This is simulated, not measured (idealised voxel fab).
process module | voxel released beams
cross-section cut | 190 nm wide | cells 5 nm
A cross-section is a grid of square cells, given in bands from the top down. A band is one or more rows of cells.
Each band's line starts with the height of the band's top and of its bottom, in nm. Then come its materials from left to right, each with its width in nm. One material with "throughout" fills the band from edge to edge. "air" is empty space.
Height 0 is the level under which the wafer as received is all one material. The lowest band goes on downwards, as in "0 down".
A width such as "30 to 40" changes by the same amount from each row of cells to the next, from the band's top row to its bottom row.
"no change" after a step means that no cell of the cross-section changed.
closed voids: empty space of 8 cells or more with no open way to the top, each as width x height at its distance from the left edge, in nm
after a step's settings: what the simulator itself notes on the step
overlay nm, on a step with a mask: how far to the right of its planned place the mask lay; to the left if negative
plan
1 op RECEIVE | material Si
2 op CONFORMAL_DEP | material SiN | thk nm 5
3 op DIRECTIONAL_DEP | material SiO2 | thk nm 20
4 op PATTERN | tone open | mask id ANCHOR | material resist | width nm 35 | thk nm 15 | overlay nm 0
5 op DIRECTIONAL_ETCH | etch materials SiO2 | depth nm 20
6 op STRIP | etch materials resist
7 op CONFORMAL_DEP | material W | thk nm 10
8 op PATTERN | tone cover | mask id BEAM | material resist | width nm 120 | thk nm 15 | overlay nm 0
9 op DIRECTIONAL_ETCH | etch materials W | depth nm 10
10 op STRIP | etch materials resist
11 op STRIP | etch materials SiO2
first wafer, as planned
as received, after step 1
  0 down: Si throughout
  closed voids: none
after step 2
  5 to 0: SiN throughout
  below 0: unchanged
after step 3
  25 to 5: SiO2 throughout
  below 5: unchanged
after step 4
  40 to 25: resist 35 | air 35 | resist 120
  below 25: unchanged
after step 5
  40 to 25: resist 35 | air 35 | resist 120
  25 to 5: SiO2 35 | air 35 | SiO2 120
  below 5: unchanged
after step 6
  25 to 5: SiO2 35 | air 35 | SiO2 120
  below 5: unchanged
after step 7
  35 to 25: W 45 | air 15 | W 130
  25 to 15: SiO2 35 | W 10 | air 15 | W 10 | SiO2 120
  15 to 5: SiO2 35 | W 35 | SiO2 120
  below 5: unchanged
after step 8
  50 to 35: air 30 | resist 120 | air 40
  35 to 25: W 45 | resist 15 | W 130
  25 to 15: SiO2 35 | W 10 | resist 15 | W 10 | SiO2 120
  below 15: unchanged
after step 9
  50 to 35: air 30 | resist 120 | air 40
  35 to 25: air 30 | W 15 | resist 15 | W 90 | air 40
  below 25: unchanged
after step 10
  35 to 25: air 30 | W 15 | air 15 | W 90 | air 40
  25 to 15: SiO2 35 | W 10 | air 15 | W 10 | SiO2 120
  below 15: unchanged
after step 11
  35 to 25: air 30 | W 15 | air 15 | W 90 | air 40
  25 to 15: air 35 | W 10 | air 15 | W 10 | air 120
  15 to 5: air 35 | W 35 | air 120
  below 5: unchanged
second wafer: like start, like plan, one mistake. Through step 6 it matches the first wafer
when step 7 should have ended
  30 to 25: W 40 | air 25 | W 125
  25 to 10: SiO2 35 | W 5 | air 25 | W 5 | SiO2 120
  10 to 5: SiO2 35 | W 35 | SiO2 120
  below 5: unchanged
when step 8 should have ended
  45 to 30: air 30 | resist 120 | air 40
  30 to 25: W 40 | resist 25 | W 125
  25 to 10: SiO2 35 | W 5 | resist 25 | W 5 | SiO2 120
  below 10: unchanged
when step 9 should have ended
  45 to 30: air 30 | resist 120 | air 40
  30 to 25: air 30 | W 10 | resist 25 | W 85 | air 40
  below 25: unchanged
when step 10 should have ended
  30 to 25: air 30 | W 10 | air 25 | W 85 | air 40
  25 to 10: SiO2 35 | W 5 | air 25 | W 5 | SiO2 120
  below 10: unchanged
when step 11 should have ended
  30 to 25: air 30 | W 10 | air 25 | W 85 | air 40
  25 to 10: air 35 | W 5 | air 25 | W 5 | air 120
  10 to 5: air 35 | W 35 | air 120
  below 5: unchanged
what went wrong: step 7 ran as: op CONFORMAL_DEP | material W | thk nm 5
at the end the second wafer has, in cells: 32 fewer of W
